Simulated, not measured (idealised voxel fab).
The document below concerns the process module designated voxel self aligned contacts.
Section cut is 225 nm wide and gridded with 5 nm square cells.
Bands, listed from the top down, are how a cross-section gets written in this document; the cross-section itself is a grid of square cells, and a band is one or more rows of them. The entry gives the band's vertical extent as a top height and a bottom height in nm, then its horizontal make-up as materials from left to right, each with a width in nm. "blank" stands for empty space; a single material marked "throughout" fills the band edge to edge. Below 0: as-received wafer, all one material; heights counted from there. Lowest band: no bottom, goes on down, written "0 down". Width "30 to 40": first value at the band's top row of cells, second value at its bottom row, equal change from row to row. "nothing different" (step): cross-section cells unchanged, all of them. The label "Internal closed voids" introduces a list of the empty spaces, 8 cells or larger, that have no open way up to the top; each entry in it reads width x height at distance, where the distance is taken from the left edge and all three are stated in nm. Formally, on a step line, whatever follows the settings is a remark that the simulator itself makes on the step. overlay nm: right-of-plan distance of the mask on a masked step; negative values mean left-of-plan. Below you will find pairs of cross-sections. In each, one shows the wafer before one process step and the other after it, with the after view ending at the lowest band that changed. Under each pair is the step separating them, along with its settings. Do not assume the pairs form a chain: they can come from different runs of this module on the same starting wafer, and a pair continues from the pair above it only when its "Before the step" entry says so.

Before the step:
	0 down  Si throughout
	Internal closed voids: none

Post-Step Cross-Section:
	5 to 0  SiO2 throughout
	Unchanged below 0.
	Internal closed voids: none
Connecting step for the cross-sections above: CONFORMAL_DEP (material SiO2; thk nm 5)

Before the step: For the state before this step, see the after cross-section of the pair located directly above.

Post-Step Cross-Section:
	25 to 5  polySi throughout
	Unchanged below 5.
	Internal closed voids: none
Connecting step for the cross-sections above: DIRECTIONAL_DEP (material polySi; thk nm 20)

Before the step: For the state before this step, see the after cross-section of the pair located directly above.

Post-Step Cross-Section:
	45 to 25  SiN throughout
	Unchanged below 25.
	Internal closed voids: none
Connecting step for the cross-sections above: DIRECTIONAL_DEP (material SiN; thk nm 20)

Before the step: For the state before this step, see the after cross-section of the pair located directly above.

Post-Step Cross-Section:
	60 to 45  blank=60 / resist=35 / blank=30 / resist=35 / blank=65
	Unchanged below 45.
	Internal closed voids: none
Connecting step for the cross-sections above: PATTERN (tone cover; mask id GATE; material resist; width nm 35; pitch nm 65; thk nm 15; overlay nm 0)

Before the step: For the state before this step, see the after cross-section of the pair located directly above.

Post-Step Cross-Section:
	60 to 45  blank=60 / resist=35 / blank=30 / resist=35 / blank=65
	45 to 25  blank=60 / SiN=35 / blank=30 / SiN=35 / blank=65
	Unchanged below 25.
	Internal closed voids: none
Connecting step for the cross-sections above: DIRECTIONAL_ETCH (etch materials SiN; depth nm 20)

Before the step: For the state before this step, see the after cross-section of the pair located directly above.

Post-Step Cross-Section:
	60 to 45  blank=60 / resist=35 / blank=30 / resist=35 / blank=65
	45 to 25  blank=60 / SiN=35 / blank=30 / SiN=35 / blank=65
	25 to 5  blank=60 / polySi=35 / blank=30 / polySi=35 / blank=65
	Unchanged below 5.
	Internal closed voids: none
Connecting step for the cross-sections above: DIRECTIONAL_ETCH (etch materials polySi; depth nm 20)

Before the step: For the state before this step, see the after cross-section of the pair located directly above.

Post-Step Cross-Section:
	45 to 25  blank=60 / SiN=35 / blank=30 / SiN=35 / blank=65
	Unchanged below 25.
	Internal closed voids: none
Connecting step for the cross-sections above: STRIP (etch materials resist)

Before the step: For the state before this step, see the after cross-section of the pair located directly above.

Post-Step Cross-Section:
	50 to 25  blank=55 / SiN=45 / blank=20 / SiN=45 / blank=60
	25 to 10  blank=55 / SiN=5 / polySi=35 / SiN=5 / blank=20 / SiN=5 / polySi=35 / SiN=5 / blank=60
	10 to 5  SiN=60 / polySi=35 / SiN=30 / polySi=35 / SiN=65
	Unchanged below 5.
	Internal closed voids: none
Connecting step for the cross-sections above: CONFORMAL_DEP (material SiN; thk nm 5)

Before the step: For the state before this step, see the after cross-section of the pair located directly above.

Post-Step Cross-Section:
	45 to 25  blank=55 / SiN=45 / blank=20 / SiN=45 / blank=60
	25 to 5  blank=55 / SiN=5 / polySi=35 / SiN=5 / blank=20 / SiN=5 / polySi=35 / SiN=5 / blank=60
	Unchanged below 5.
	Internal closed voids: none
Connecting step for the cross-sections above: DIRECTIONAL_ETCH (etch materials SiN; depth nm 5)

Before the step: For the state before this step, see the after cross-section of the pair located directly above.

Post-Step Cross-Section:
	60 to 45  SiO2 throughout
	45 to 25  SiO2=55 / SiN=45 / SiO2=20 / SiN=45 / SiO2=60
	25 to 5  SiO2=55 / SiN=5 / polySi=35 / SiN=5 / SiO2=20 / SiN=5 / polySi=35 / SiN=5 / SiO2=60
	Unchanged below 5.
	Internal closed voids: none
Connecting step for the cross-sections above: FILL_DEP (material SiO2; thk nm 15)

Before the step: For the state before this step, see the after cross-section of the pair located directly above.

Post-Step Cross-Section:
	50 to 45  SiO2 throughout
	Unchanged below 45.
	Internal closed voids: none
Connecting step for the cross-sections above: CMP (height nm 50)

Before the step: For the state before this step, see the after cross-section of the pair located directly above.

Post-Step Cross-Section:
	65 to 50  resist=90 / blank=40 / resist=95
	Unchanged below 50.
	Internal closed voids: none
Connecting step for the cross-sections above: PATTERN (tone open; mask id CONTACT; material resist; width nm 40; thk nm 15; overlay nm 0)

Before the step: For the state before this step, see the after cross-section of the pair located directly above.

Post-Step Cross-Section:
	65 to 50  resist=90 / blank=40 / resist=95
	50 to 45  SiO2=90 / blank=40 / SiO2=95
	45 to 25  SiO2=55 / SiN=45 / blank=20 / SiN=45 / SiO2=60
	25 to 5  SiO2=55 / SiN=5 / polySi=35 / SiN=5 / blank=20 / SiN=5 / polySi=35 / SiN=5 / SiO2=60
	5 to 0  SiO2=100 / blank=20 / SiO2=105
	Unchanged below 0.
	Internal closed voids: none
Connecting step for the cross-sections above: DIRECTIONAL_ETCH (etch materials SiO2; depth nm 50)

Before the step: For the state before this step, see the after cross-section of the pair located directly above.

Post-Step Cross-Section:
	50 to 45  SiO2=90 / blank=40 / SiO2=95
	Unchanged below 45.
	Internal closed voids: none
Connecting step for the cross-sections above: STRIP (etch materials resist)

Before the step: For the state before this step, see the after cross-section of the pair located directly above.

Post-Step Cross-Section:
	55 to 50  TiN=95 / blank=30 / TiN=100
	50 to 45  SiO2=90 / TiN=15 / blank=10 / TiN=15 / SiO2=95
	45 to 25  SiO2=55 / SiN=45 / TiN=5 / blank=10 / TiN=5 / SiN=45 / SiO2=60
	25 to 5  SiO2=55 / SiN=5 / polySi=35 / SiN=5 / TiN=5 / blank=10 / TiN=5 / SiN=5 / polySi=35 / SiN=5 / SiO2=60
	5 to 0  SiO2=100 / TiN=20 / SiO2=105
	Unchanged below 0.
	Internal closed voids: none
Connecting step for the cross-sections above: CONFORMAL_DEP (material TiN; thk nm 5)

Before the step: For the state before this step, see the after cross-section of the pair located directly above.

Post-Step Cross-Section:
	65 to 55  Ru throughout
	55 to 50  TiN=95 / Ru=30 / TiN=100
	50 to 45  SiO2=90 / TiN=15 / Ru=10 / TiN=15 / SiO2=95
	45 to 25  SiO2=55 / SiN=45 / TiN=5 / Ru=10 / TiN=5 / SiN=45 / SiO2=60
	25 to 5  SiO2=55 / SiN=5 / polySi=35 / SiN=5 / TiN=5 / Ru=10 / TiN=5 / SiN=5 / polySi=35 / SiN=5 / SiO2=60
	Unchanged below 5.
	Internal closed voids: none
Connecting step for the cross-sections above: FILL_DEP (material Ru; thk nm 10)

Before the step: For the state before this step, see the after cross-section of the pair located directly above.

Post-Step Cross-Section:
	50 to 45  SiO2=90 / TiN=15 / Ru=10 / TiN=15 / SiO2=95
	Unchanged below 45.
	Internal closed voids: none
Connecting step for the cross-sections above: CMP (height nm 50)

Before the step: For the state before this step, see the after cross-section of the pair located directly above.

Post-Step Cross-Section:
	55 to 50  SiCN throughout
	Unchanged below 50.
	Internal closed voids: none
Connecting step for the cross-sections above: CONFORMAL_DEP (material SiCN; thk nm 5)

Before the step:
	65 to 55  Ru throughout
	55 to 50  TiN=95 / Ru=30 / TiN=100
	50 to 45  SiO2=90 / TiN=15 / Ru=10 / TiN=15 / SiO2=95
	45 to 25  SiO2=55 / SiN=45 / TiN=5 / Ru=10 / TiN=5 / SiN=45 / SiO2=60
	25 to 5  SiO2=55 / SiN=5 / polySi=35 / SiN=5 / TiN=5 / Ru=10 / TiN=5 / SiN=5 / polySi=35 / SiN=5 / SiO2=60
	5 to 0  SiO2=100 / TiN=20 / SiO2=105
	0 down  Si throughout
	Internal closed voids: none

Post-Step Cross-Section:
	70 to 65  SiCN throughout
	Unchanged below 65.
	Internal closed voids: none
Connecting step for the cross-sections above: CONFORMAL_DEP (material SiCN; thk nm 5)

Before the step:
	25 to 5  polySi throughout
	5 to 0  SiO2 throughout
	0 down  Si throughout
	Internal closed voids: none

Post-Step Cross-Section:
	45 to 5  polySi throughout
	Unchanged below 5.
	Internal closed voids: none
Connecting step for the cross-sections above: DIRECTIONAL_DEP (material polySi; thk nm 20)

Before the step: For the state before this step, see the after cross-section of the pair located directly above.

Post-Step Cross-Section:
	65 to 45  SiN throughout
	Unchanged below 45.
	Internal closed voids: none
Connecting step for the cross-sections above: DIRECTIONAL_DEP (material SiN; thk nm 20)

Before the step: For the state before this step, see the after cross-section of the pair located directly above.

Post-Step Cross-Section:
	80 to 65  blank=60 / resist=35 / blank=30 / resist=35 / blank=65
	Unchanged below 65.
	Internal closed voids: none
Connecting step for the cross-sections above: PATTERN (tone cover; mask id GATE; material resist; width nm 35; pitch nm 65; thk nm 15; overlay nm 0)

Before the step: For the state before this step, see the after cross-section of the pair located directly above.

Post-Step Cross-Section:
	80 to 65  blank=60 / resist=35 / blank=30 / resist=35 / blank=65
	65 to 45  blank=60 / SiN=35 / blank=30 / SiN=35 / blank=65
	Unchanged below 45.
	Internal closed voids: none
Connecting step for the cross-sections above: DIRECTIONAL_ETCH (etch materials SiN; depth nm 20)

Before the step: For the state before this step, see the after cross-section of the pair located directly above.

Post-Step Cross-Section:
	80 to 65  blank=60 / resist=35 / blank=30 / resist=35 / blank=65
	65 to 45  blank=60 / SiN=35 / blank=30 / SiN=35 / blank=65
	45 to 25  blank=60 / polySi=35 / blank=30 / polySi=35 / blank=65
	Unchanged below 25.
	Internal closed voids: none
Connecting step for the cross-sections above: DIRECTIONAL_ETCH (etch materials polySi; depth nm 20)

Before the step: For the state before this step, see the after cross-section of the pair located directly above.

Post-Step Cross-Section:
	65 to 45  blank=60 / SiN=35 / blank=30 / SiN=35 / blank=65
	Unchanged below 45.
	Internal closed voids: none
Connecting step for the cross-sections above: STRIP (etch materials resist)

Before the step: For the state before this step, see the after cross-section of the pair located directly above.

Post-Step Cross-Section:
	70 to 45  blank=55 / SiN=45 / blank=20 / SiN=45 / blank=60
	45 to 30  blank=55 / SiN=5 / polySi=35 / SiN=5 / blank=20 / SiN=5 / polySi=35 / SiN=5 / blank=60
	30 to 25  SiN=60 / polySi=35 / SiN=30 / polySi=35 / SiN=65
	Unchanged below 25.
	Internal closed voids: none
Connecting step for the cross-sections above: CONFORMAL_DEP (material SiN; thk nm 5)

Before the step: For the state before this step, see the after cross-section of the pair located directly above.

Post-Step Cross-Section:
	65 to 45  blank=55 / SiN=45 / blank=20 / SiN=45 / blank=60
	45 to 25  blank=55 / SiN=5 / polySi=35 / SiN=5 / blank=20 / SiN=5 / polySi=35 / SiN=5 / blank=60
	Unchanged below 25.
	Internal closed voids: none
Connecting step for the cross-sections above: DIRECTIONAL_ETCH (etch materials SiN; depth nm 5)

Before the step: For the state before this step, see the after cross-section of the pair located directly above.

Post-Step Cross-Section:
	80 to 65  SiO2 throughout
	65 to 45  SiO2=55 / SiN=45 / SiO2=20 / SiN=45 / SiO2=60
	45 to 25  SiO2=55 / SiN=5 / polySi=35 / SiN=5 / SiO2=20 / SiN=5 / polySi=35 / SiN=5 / SiO2=60
	Unchanged below 25.
	Internal closed voids: none
Connecting step for the cross-sections above: FILL_DEP (material SiO2; thk nm 15)

Before the step: For the state before this step, see the after cross-section of the pair located directly above.

Post-Step Cross-Section:
	50 to 45  SiO2=55 / SiN=45 / SiO2=20 / SiN=45 / SiO2=60
	Unchanged below 45.
	Internal closed voids: none
Connecting step for the cross-sections above: CMP (height nm 50)

Before the step: For the state before this step, see the after cross-section of the pair located directly above.

Post-Step Cross-Section:
	65 to 50  resist=90 / blank=40 / resist=95
	Unchanged below 50.
	Internal closed voids: none
Connecting step for the cross-sections above: PATTERN (tone open; mask id CONTACT; material resist; width nm 40; thk nm 15; overlay nm 0)

Before the step: For the state before this step, see the after cross-section of the pair located directly above.

Post-Step Cross-Section:
	65 to 50  resist=90 / blank=40 / resist=95
	50 to 45  SiO2=55 / SiN=45 / blank=20 / SiN=45 / SiO2=60
	45 to 25  SiO2=55 / SiN=5 / polySi=35 / SiN=5 / blank=20 / SiN=5 / polySi=35 / SiN=5 / SiO2=60
	Unchanged below 25.
	Internal closed voids: none
Connecting step for the cross-sections above: DIRECTIONAL_ETCH (etch materials SiO2; depth nm 50)

Before the step: For the state before this step, see the after cross-section of the pair located directly above.

Post-Step Cross-Section:
	50 to 45  SiO2=55 / SiN=45 / blank=20 / SiN=45 / SiO2=60
	Unchanged below 45.
	Internal closed voids: none
Connecting step for the cross-sections above: STRIP (etch materials resist)

Before the step: For the state before this step, see the after cross-section of the pair located directly above.

Post-Step Cross-Section:
	55 to 50  TiN=105 / blank=10 / TiN=110
	50 to 45  SiO2=55 / SiN=45 / TiN=5 / blank=10 / TiN=5 / SiN=45 / SiO2=60
	45 to 30  SiO2=55 / SiN=5 / polySi=35 / SiN=5 / TiN=5 / blank=10 / TiN=5 / SiN=5 / polySi=35 / SiN=5 / SiO2=60
	30 to 25  SiO2=55 / SiN=5 / polySi=35 / SiN=5 / TiN=20 / SiN=5 / polySi=35 / SiN=5 / SiO2=60
	Unchanged below 25.
	Internal closed voids: none
Connecting step for the cross-sections above: CONFORMAL_DEP (material TiN; thk nm 5)

Before the step: For the state before this step, see the after cross-section of the pair located directly above.

Post-Step Cross-Section:
	65 to 55  Ru throughout
	55 to 50  TiN=105 / Ru=10 / TiN=110
	50 to 45  SiO2=55 / SiN=45 / TiN=5 / Ru=10 / TiN=5 / SiN=45 / SiO2=60
	45 to 30  SiO2=55 / SiN=5 / polySi=35 / SiN=5 / TiN=5 / Ru=10 / TiN=5 / SiN=5 / polySi=35 / SiN=5 / SiO2=60
	Unchanged below 30.
	Internal closed voids: none
Connecting step for the cross-sections above: FILL_DEP (material Ru; thk nm 10)

Before the step: For the state before this step, see the after cross-section of the pair located directly above.

Post-Step Cross-Section:
	50 to 45  SiO2=55 / SiN=45 / TiN=5 / Ru=10 / TiN=5 / SiN=45 / SiO2=60
	Unchanged below 45.
	Internal closed voids: none
Connecting step for the cross-sections above: CMP (height nm 50)

Before the step: For the state before this step, see the after cross-section of the pair located directly above.

Post-Step Cross-Section:
	55 to 50  SiCN throughout
	Unchanged below 50.
	Internal closed voids: none
Connecting step for the cross-sections above: CONFORMAL_DEP (material SiCN; thk nm 5)

Before the step:
	45 to 25  blank=60 / SiN=35 / blank=30 / SiN=35 / blank=65
	25 to 5  blank=60 / polySi=35 / blank=30 / polySi=35 / blank=65
	5 to 0  SiO2 throughout
	0 down  Si throughout
	Internal closed voids: none

Post-Step Cross-Section:
	40 to 25  blank=60 / SiN=35 / blank=30 / SiN=35 / blank=65
	Unchanged below 25.
	Internal closed voids: none
Connecting step for the cross-sections above: DIRECTIONAL_ETCH (etch materials SiN; depth nm 5)

Before the step: For the state before this step, see the after cross-section of the pair located directly above.

Post-Step Cross-Section:
	45 to 25  blank=55 / SiN=45 / blank=20 / SiN=45 / blank=60
	25 to 10  blank=55 / SiN=5 / polySi=35 / SiN=5 / blank=20 / SiN=5 / polySi=35 / SiN=5 / blank=60
	10 to 5  SiN=60 / polySi=35 / SiN=30 / polySi=35 / SiN=65
	Unchanged below 5.
	Internal closed voids: none
Connecting step for the cross-sections above: CONFORMAL_DEP (material SiN; thk nm 5)

Before the step: For the state before this step, see the after cross-section of the pair located directly above.

Post-Step Cross-Section:
	60 to 45  SiO2 throughout
	45 to 25  SiO2=55 / SiN=45 / SiO2=20 / SiN=45 / SiO2=60
	25 to 10  SiO2=55 / SiN=5 / polySi=35 / SiN=5 / SiO2=20 / SiN=5 / polySi=35 / SiN=5 / SiO2=60
	Unchanged below 10.
	Internal closed voids: none
Connecting step for the cross-sections above: FILL_DEP (material SiO2; thk nm 15)

Before the step: For the state before this step, see the after cross-section of the pair located directly above.

Post-Step Cross-Section:
	50 to 45  SiO2 throughout
	Unchanged below 45.
	Internal closed voids: none
Connecting step for the cross-sections above: CMP (height nm 50)

Before the step: For the state before this step, see the after cross-section of the pair located directly above.

Post-Step Cross-Section:
	65 to 50  resist=90 / blank=40 / resist=95
	Unchanged below 50.
	Internal closed voids: none
Connecting step for the cross-sections above: PATTERN (tone open; mask id CONTACT; material resist; width nm 40; thk nm 15; overlay nm 0)

Before the step: For the state before this step, see the after cross-section of the pair located directly above.

Post-Step Cross-Section:
	65 to 50  resist=90 / blank=40 / resist=95
	50 to 45  SiO2=90 / blank=40 / SiO2=95
	45 to 25  SiO2=55 / SiN=45 / blank=20 / SiN=45 / SiO2=60
	25 to 10  SiO2=55 / SiN=5 / polySi=35 / SiN=5 / blank=20 / SiN=5 / polySi=35 / SiN=5 / SiO2=60
	Unchanged below 10.
	Internal closed voids: none
Connecting step for the cross-sections above: DIRECTIONAL_ETCH (etch materials SiO2; depth nm 50)

Before the step: For the state before this step, see the after cross-section of the pair located directly above.

Post-Step Cross-Section:
	50 to 45  SiO2=90 / blank=40 / SiO2=95
	Unchanged below 45.
	Internal closed voids: none
Connecting step for the cross-sections above: STRIP (etch materials resist)

Before the step: For the state before this step, see the after cross-section of the pair located directly above.

Post-Step Cross-Section:
	55 to 50  TiN=95 / blank=30 / TiN=100
	50 to 45  SiO2=90 / TiN=15 / blank=10 / TiN=15 / SiO2=95
	45 to 25  SiO2=55 / SiN=45 / TiN=5 / blank=10 / TiN=5 / SiN=45 / SiO2=60
	25 to 15  SiO2=55 / SiN=5 / polySi=35 / SiN=5 / TiN=5 / blank=10 / TiN=5 / SiN=5 / polySi=35 / SiN=5 / SiO2=60
	15 to 10  SiO2=55 / SiN=5 / polySi=35 / SiN=5 / TiN=20 / SiN=5 / polySi=35 / SiN=5 / SiO2=60
	Unchanged below 10.
	Internal closed voids: none
Connecting step for the cross-sections above: CONFORMAL_DEP (material TiN; thk nm 5)

Before the step: For the state before this step, see the after cross-section of the pair located directly above.

Post-Step Cross-Section:
	65 to 55  Ru throughout
	55 to 50  TiN=95 / Ru=30 / TiN=100
	50 to 45  SiO2=90 / TiN=15 / Ru=10 / TiN=15 / SiO2=95
	45 to 25  SiO2=55 / SiN=45 / TiN=5 / Ru=10 / TiN=5 / SiN=45 / SiO2=60
	25 to 15  SiO2=55 / SiN=5 / polySi=35 / SiN=5 / TiN=5 / Ru=10 / TiN=5 / SiN=5 / polySi=35 / SiN=5 / SiO2=60
	Unchanged below 15.
	Internal closed voids: none
Connecting step for the cross-sections above: FILL_DEP (material Ru; thk nm 10)

Before the step: For the state before this step, see the after cross-section of the pair located directly above.

Post-Step Cross-Section:
	50 to 45  SiO2=90 / TiN=15 / Ru=10 / TiN=15 / SiO2=95
	Unchanged below 45.
	Internal closed voids: none
Connecting step for the cross-sections above: CMP (height nm 50)

Before the step: For the state before this step, see the after cross-section of the pair located directly above.

Post-Step Cross-Section:
	55 to 50  SiCN throughout
	Unchanged below 50.
	Internal closed voids: none
Connecting step for the cross-sections above: CONFORMAL_DEP (material SiCN; thk nm 5)

Before the step:
	25 to 5  polySi throughout
	5 to 0  SiO2 throughout
	0 down  Si throughout
	Internal closed voids: none

Post-Step Cross-Section:
	50 to 25  SiN throughout
	Unchanged below 25.
	Internal closed voids: none
Connecting step for the cross-sections above: DIRECTIONAL_DEP (material SiN; thk nm 25)

Before the step: For the state before this step, see the after cross-section of the pair located directly above.

Post-Step Cross-Section:
	65 to 50  blank=60 / resist=35 / blank=30 / resist=35 / blank=65
	Unchanged below 50.
	Internal closed voids: none
Connecting step for the cross-sections above: PATTERN (tone cover; mask id GATE; material resist; width nm 35; pitch nm 65; thk nm 15; overlay nm 0)

Before the step: For the state before this step, see the after cross-section of the pair located directly above.

Post-Step Cross-Section:
	65 to 50  blank=60 / resist=35 / blank=30 / resist=35 / blank=65
	50 to 30  blank=60 / SiN=35 / blank=30 / SiN=35 / blank=65
	Unchanged below 30.
	Internal closed voids: none
Connecting step for the cross-sections above: DIRECTIONAL_ETCH (etch materials SiN; depth nm 20)

Before the step: For the state before this step, see the after cross-section of the pair located directly above.

Post-Step Cross-Section:
	50 to 30  blank=60 / SiN=35 / blank=30 / SiN=35 / blank=65
	Unchanged below 30.
	Internal closed voids: none
Connecting step for the cross-sections above: STRIP (etch materials resist)

Before the step: For the state before this step, see the after cross-section of the pair located directly above.

Post-Step Cross-Section:
	55 to 35  blank=55 / SiN=45 / blank=20 / SiN=45 / blank=60
	35 to 25  SiN throughout
	Unchanged below 25.
	Internal closed voids: none
Connecting step for the cross-sections above: CONFORMAL_DEP (material SiN; thk nm 5)

Before the step: For the state before this step, see the after cross-section of the pair located directly above.

Post-Step Cross-Section:
	50 to 30  blank=55 / SiN=45 / blank=20 / SiN=45 / blank=60
	Unchanged below 30.
	Internal closed voids: none
Connecting step for the cross-sections above: DIRECTIONAL_ETCH (etch materials SiN; depth nm 5)

Before the step: For the state before this step, see the after cross-section of the pair located directly above.

Post-Step Cross-Section:
	65 to 50  SiO2 throughout
	50 to 30  SiO2=55 / SiN=45 / SiO2=20 / SiN=45 / SiO2=60
	Unchanged below 30.
	Internal closed voids: none
Connecting step for the cross-sections above: FILL_DEP (material SiO2; thk nm 15)

Before the step: For the state before this step, see the after cross-section of the pair located directly above.

Post-Step Cross-Section:
	50 to 30  SiO2=55 / SiN=45 / SiO2=20 / SiN=45 / SiO2=60
	Unchanged below 30.
	Internal closed voids: none
Connecting step for the cross-sections above: CMP (height nm 50)

Before the step: For the state before this step, see the after cross-section of the pair located directly above.

Post-Step Cross-Section:
	65 to 50  resist=90 / blank=40 / resist=95
	Unchanged below 50.
	Internal closed voids: none
Connecting step for the cross-sections above: PATTERN (tone open; mask id CONTACT; material resist; width nm 40; thk nm 15; overlay nm 0)

Before the step: For the state before this step, see the after cross-section of the pair located directly above.

Post-Step Cross-Section:
	65 to 50  resist=90 / blank=40 / resist=95
	50 to 30  SiO2=55 / SiN=45 / blank=20 / SiN=45 / SiO2=60
	Unchanged below 30.
	Internal closed voids: none
Connecting step for the cross-sections above: DIRECTIONAL_ETCH (etch materials SiO2; depth nm 50)

Before the step: For the state before this step, see the after cross-section of the pair located directly above.

Post-Step Cross-Section:
	50 to 30  SiO2=55 / SiN=45 / blank=20 / SiN=45 / SiO2=60
	Unchanged below 30.
	Internal closed voids: none
Connecting step for the cross-sections above: STRIP (etch materials resist)

Before the step: For the state before this step, see the after cross-section of the pair located directly above.

Post-Step Cross-Section:
	55 to 50  TiN=105 / blank=10 / TiN=110
	50 to 35  SiO2=55 / SiN=45 / TiN=5 / blank=10 / TiN=5 / SiN=45 / SiO2=60
	35 to 30  SiO2=55 / SiN=45 / TiN=20 / SiN=45 / SiO2=60
	Unchanged below 30.
	Internal closed voids: none
Connecting step for the cross-sections above: CONFORMAL_DEP (material TiN; thk nm 5)

Before the step: For the state before this step, see the after cross-section of the pair located directly above.

Post-Step Cross-Section:
	65 to 55  Ru throughout
	55 to 50  TiN=105 / Ru=10 / TiN=110
	50 to 35  SiO2=55 / SiN=45 / TiN=5 / Ru=10 / TiN=5 / SiN=45 / SiO2=60
	Unchanged below 35.
	Internal closed voids: none
Connecting step for the cross-sections above: FILL_DEP (material Ru; thk nm 10)

Before the step: For the state before this step, see the after cross-section of the pair located directly above.

Post-Step Cross-Section:
	50 to 35  SiO2=55 / SiN=45 / TiN=5 / Ru=10 / TiN=5 / SiN=45 / SiO2=60
	Unchanged below 35.
	Internal closed voids: none
Connecting step for the cross-sections above: CMP (height nm 50)

Before the step: For the state before this step, see the after cross-section of the pair located directly above.

Post-Step Cross-Section:
	55 to 50  SiCN throughout
	Unchanged below 50.
	Internal closed voids: none
Connecting step for the cross-sections above: CONFORMAL_DEP (material SiCN; thk nm 5)

Before the step:
	45 to 25  SiN throughout
	25 to 5  polySi throughout
	5 to 0  SiO2 throughout
	0 down  Si throughout
	Internal closed voids: none

Post-Step Cross-Section:
	60 to 45  blank=55 / resist=45 / blank=20 / resist=45 / blank=60
	Unchanged below 45.
	Internal closed voids: none
Connecting step for the cross-sections above: PATTERN (tone cover; mask id GATE; material resist; width nm 45; pitch nm 65; thk nm 15; overlay nm 0)

Before the step: For the state before this step, see the after cross-section of the pair located directly above.

Post-Step Cross-Section:
	60 to 45  blank=55 / resist=45 / blank=20 / resist=45 / blank=60
	45 to 25  blank=55 / SiN=45 / blank=20 / SiN=45 / blank=60
	Unchanged below 25.
	Internal closed voids: none
Connecting step for the cross-sections above: DIRECTIONAL_ETCH (etch materials SiN; depth nm 20)

Before the step: For the state before this step, see the after cross-section of the pair located directly above.

Post-Step Cross-Section:
	60 to 45  blank=55 / resist=45 / blank=20 / resist=45 / blank=60
	45 to 25  blank=55 / SiN=45 / blank=20 / SiN=45 / blank=60
	25 to 5  blank=55 / polySi=45 / blank=20 / polySi=45 / blank=60
	Unchanged below 5.
	Internal closed voids: none
Connecting step for the cross-sections above: DIRECTIONAL_ETCH (etch materials polySi; depth nm 20)

Before the step: For the state before this step, see the after cross-section of the pair located directly above.

Post-Step Cross-Section:
	45 to 25  blank=55 / SiN=45 / blank=20 / SiN=45 / blank=60
	Unchanged below 25.
	Internal closed voids: none
Connecting step for the cross-sections above: STRIP (etch materials resist)

Before the step: For the state before this step, see the after cross-section of the pair located directly above.

Post-Step Cross-Section:
	50 to 25  blank=50 / SiN=55 / blank=10 / SiN=55 / blank=55
	25 to 10  blank=50 / SiN=5 / polySi=45 / SiN=5 / blank=10 / SiN=5 / polySi=45 / SiN=5 / blank=55
	10 to 5  SiN=55 / polySi=45 / SiN=20 / polySi=45 / SiN=60
	Unchanged below 5.
	Internal closed voids: none
Connecting step for the cross-sections above: CONFORMAL_DEP (material SiN; thk nm 5)

Before the step: For the state before this step, see the after cross-section of the pair located directly above.

Post-Step Cross-Section:
	45 to 25  blank=50 / SiN=55 / blank=10 / SiN=55 / blank=55
	25 to 5  blank=50 / SiN=5 / polySi=45 / SiN=5 / blank=10 / SiN=5 / polySi=45 / SiN=5 / blank=55
	Unchanged below 5.
	Internal closed voids: none
Connecting step for the cross-sections above: DIRECTIONAL_ETCH (etch materials SiN; depth nm 5)

Before the step: For the state before this step, see the after cross-section of the pair located directly above.

Post-Step Cross-Section:
	60 to 45  SiO2 throughout
	45 to 25  SiO2=50 / SiN=55 / SiO2=10 / SiN=55 / SiO2=55
	25 to 5  SiO2=50 / SiN=5 / polySi=45 / SiN=5 / SiO2=10 / SiN=5 / polySi=45 / SiN=5 / SiO2=55
	Unchanged below 5.
	Internal closed voids: none
Connecting step for the cross-sections above: FILL_DEP (material SiO2; thk nm 15)

Before the step: For the state before this step, see the after cross-section of the pair located directly above.

Post-Step Cross-Section:
	50 to 45  SiO2 throughout
	Unchanged below 45.
	Internal closed voids: none
Connecting step for the cross-sections above: CMP (height nm 50)

Before the step: For the state before this step, see the after cross-section of the pair located directly above.

Post-Step Cross-Section:
	65 to 50  resist=90 / blank=40 / resist=95
	Unchanged below 50.
	Internal closed voids: none
Connecting step for the cross-sections above: PATTERN (tone open; mask id CONTACT; material resist; width nm 40; thk nm 15; overlay nm 0)

Before the step: For the state before this step, see the after cross-section of the pair located directly above.

Post-Step Cross-Section:
	65 to 50  resist=90 / blank=40 / resist=95
	50 to 45  SiO2=90 / blank=40 / SiO2=95
	45 to 25  SiO2=50 / SiN=55 / blank=10 / SiN=55 / SiO2=55
	25 to 5  SiO2=50 / SiN=5 / polySi=45 / SiN=5 / blank=10 / SiN=5 / polySi=45 / SiN=5 / SiO2=55
	5 to 0  SiO2=105 / blank=10 / SiO2=110
	Unchanged below 0.
	Internal closed voids: none
Connecting step for the cross-sections above: DIRECTIONAL_ETCH (etch materials SiO2; depth nm 50)

Before the step: For the state before this step, see the after cross-section of the pair located directly above.

Post-Step Cross-Section:
	50 to 45  SiO2=90 / blank=40 / SiO2=95
	Unchanged below 45.
	Internal closed voids: none
Connecting step for the cross-sections above: STRIP (etch materials resist)

Before the step: For the state before this step, see the after cross-section of the pair located directly above.

Post-Step Cross-Section:
	55 to 50  TiN=95 / blank=30 / TiN=100
	50 to 45  SiO2=90 / TiN=40 / SiO2=95
	45 to 25  SiO2=50 / SiN=55 / TiN=10 / SiN=55 / SiO2=55
	25 to 5  SiO2=50 / SiN=5 / polySi=45 / SiN=5 / TiN=10 / SiN=5 / polySi=45 / SiN=5 / SiO2=55
	5 to 0  SiO2=105 / TiN=10 / SiO2=110
	Unchanged below 0.
	Internal closed voids: none
Connecting step for the cross-sections above: CONFORMAL_DEP (material TiN; thk nm 5)

Before the step: For the state before this step, see the after cross-section of the pair located directly above.

Post-Step Cross-Section:
	65 to 55  Ru throughout
	55 to 50  TiN=95 / Ru=30 / TiN=100
	Unchanged below 50.
	Internal closed voids: none
Connecting step for the cross-sections above: FILL_DEP (material Ru; thk nm 10)

Before the step: For the state before this step, see the after cross-section of the pair located directly above.

Post-Step Cross-Section:
	50 to 45  SiO2=90 / TiN=40 / SiO2=95
	Unchanged below 45.
	Internal closed voids: none
Connecting step for the cross-sections above: CMP (height nm 50)

Before the step: For the state before this step, see the after cross-section of the pair located directly above.

Post-Step Cross-Section:
	55 to 50  SiCN throughout
	Unchanged below 50.
	Internal closed voids: none
Connecting step for the cross-sections above: CONFORMAL_DEP (material SiCN; thk nm 5)
